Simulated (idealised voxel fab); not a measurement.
Documented hereafter: the process module known as voxel capacitor over wiring.
Section cut is 210 nm wide and gridded with 5 nm square cells.
Bands, listed from the top down, are how a cross-section gets written in this document; the cross-section itself is a grid of square cells, and a band is one or more rows of them.
Within each band entry, the heights of the top and of the bottom of the band appear first, in that order and in nm; the materials of the band then follow from left to right, each with its corresponding width in nm. The designation "everywhere" on a single material indicates that it fills the band from edge to edge; the designation "blank" indicates empty space.
Note: height 0 marks the level under which the wafer is uniformly one material as received. Lowest band unbounded below, written "0 and below".
The expression "30->40" gives the width at the extremes of the band, the first number at its top row of cells and the second at its bottom row, with the width changing by equal amounts from each row to the next in between.
Where a step carries "changes: none", the cross-section came out of it unchanged, cell for cell.
Entry "Voids, fully enclosed" = empty spaces >= 8 cells with no open way to the top; each as width x height at distance, distance from left edge, all nm.
Whatever follows a step's settings on its line is a remark the simulator itself makes about that step.
The optional step-line setting "overlay nm" applies to steps with a mask and quantifies how far to the right of its planned location the mask lay, a negative value indicating leftward placement.
-- Process steps - plan
1) RECEIVE, material Si
2) CONFORMAL_DEP, material SiO2, thk nm 10
3) CONFORMAL_DEP, material SiCN, thk nm 5
4) DIRECTIONAL_DEP, material SiO2, thk nm 15
5) PATTERN, tone open, mask id METAL_1, material resist, width nm 30, pitch nm 95, thk nm 20, overlay nm 0
6) DIRECTIONAL_ETCH, etch materials SiO2, depth nm 15
7) DIRECTIONAL_ETCH, etch materials SiCN, depth nm 5
8) STRIP, etch materials resist
9) CONFORMAL_DEP, material TiN, thk nm 5
10) FILL_DEP, material Cu, thk nm 5
11) CMP, height nm 30
12) CONFORMAL_DEP, material SiCN, thk nm 5
13) DIRECTIONAL_DEP, material lowk, thk nm 20
14) PATTERN, tone open, mask id PLUG_1, material resist, width nm 15, thk nm 15, overlay nm 0
15) DIRECTIONAL_ETCH, etch materials lowk, depth nm 20
16) DIRECTIONAL_ETCH, etch materials SiCN, depth nm 5
17) STRIP, etch materials resist
18) EPI, material Ru, thk nm 10
19) EPI, material Ru, thk nm 10
20) EPI, material Ru, thk nm 5
21) DIRECTIONAL_DEP, material TiN, thk nm 5
22) DIRECTIONAL_DEP, material HfO2, thk nm 5
23) DIRECTIONAL_DEP, material TiN, thk nm 5
24) MASKED_ETCH, tone cover, mask id UPPER_PLATE, width nm 70, etch materials TiN, depth nm 5, overlay nm 0
25) MASKED_ETCH, tone cover, mask id UPPER_PLATE, width nm 70, etch materials HfO2, depth nm 5, overlay nm 0
26) MASKED_ETCH, tone cover, mask id LOWER_PLATE, width nm 80, etch materials TiN, depth nm 5, overlay nm 0
27) FILL_DEP, material SiO2, thk nm 15
28) CMP, height nm 80
29) DIRECTIONAL_DEP, material aC, thk nm 15
30) PATTERN, tone open, mask id PLUG_2, material resist, width nm 15, thk nm 30, overlay nm 0
31) DIRECTIONAL_ETCH, etch materials aC, depth nm 15
32) STRIP, etch materials resist
33) DIRECTIONAL_ETCH, etch materials SiO2, depth nm 10
34) STRIP, etch materials aC
35) CONFORMAL_DEP, material TiN, thk nm 5
36) FILL_DEP, material W, thk nm 5
37) CMP, height nm 80
38) CONFORMAL_DEP, material SiN, thk nm 5
-- Cross-section of the incoming wafer, state after step 1
* 0 and below | Si everywhere
* Voids, fully enclosed: none
-- The first of the two wafers as seen in cross-section once the module was finished; processing followed the plan
* 85 down to 80 | SiN everywhere
* 80 down to 75 | SiO2=65 | TiN=5 | W=5 | TiN=5 | SiO2=130
* 75 down to 65 | SiO2=65->55 | TiN=15->70 | SiO2=130->85
* 65 down to 60 | SiO2=55 | HfO2=70 | SiO2=85
* 60 down to 55 | SiO2=50 | TiN=80 | SiO2=80
* 55 down to 35 | lowk=55 | Ru=15 | lowk=140
* 35 down to 30 | SiCN=55 | Ru=15 | SiCN=140
* 30 down to 15 | SiO2=40 | TiN=5 | Cu=20 | TiN=5 | SiO2=65 | TiN=5 | Cu=20 | TiN=5 | SiO2=45
* 15 down to 10 | SiCN=40 | TiN=30 | SiCN=65 | TiN=30 | SiCN=45
* 10 down to 0 | SiO2 everywhere
* 0 and below | Si everywhere
* Voids, fully enclosed: none
-- Here's the second of our two wafers sectioned at module end. Same start as the first, same plan, but one mistake got made running it
* 85 down to 80 | SiN everywhere
* 80 down to 75 | TiN=70 | W=5 | TiN=135
* 75 down to 65 | SiO2=65->55 | TiN=15->70 | SiO2=130->85
* 65 down to 60 | SiO2=55 | HfO2=70 | SiO2=85
* 60 down to 55 | SiO2=50 | TiN=80 | SiO2=80
* 55 down to 35 | lowk=55 | Ru=15 | lowk=140
* 35 down to 30 | SiCN=55 | Ru=15 | SiCN=140
* 30 down to 15 | SiO2=40 | TiN=5 | Cu=20 | TiN=5 | SiO2=65 | TiN=5 | Cu=20 | TiN=5 | SiO2=45
* 15 down to 10 | SiCN=40 | TiN=30 | SiCN=65 | TiN=30 | SiCN=45
* 10 down to 0 | SiO2 everywhere
* 0 and below | Si everywhere
* Voids, fully enclosed: none
So what did we get wrong on this run? planned and actual differ for step 28; actual: CMP, height nm 75
The closing comparison, in cells, has the second wafer with more or fewer of some materials than the first: SiO2 -39; TiN +39
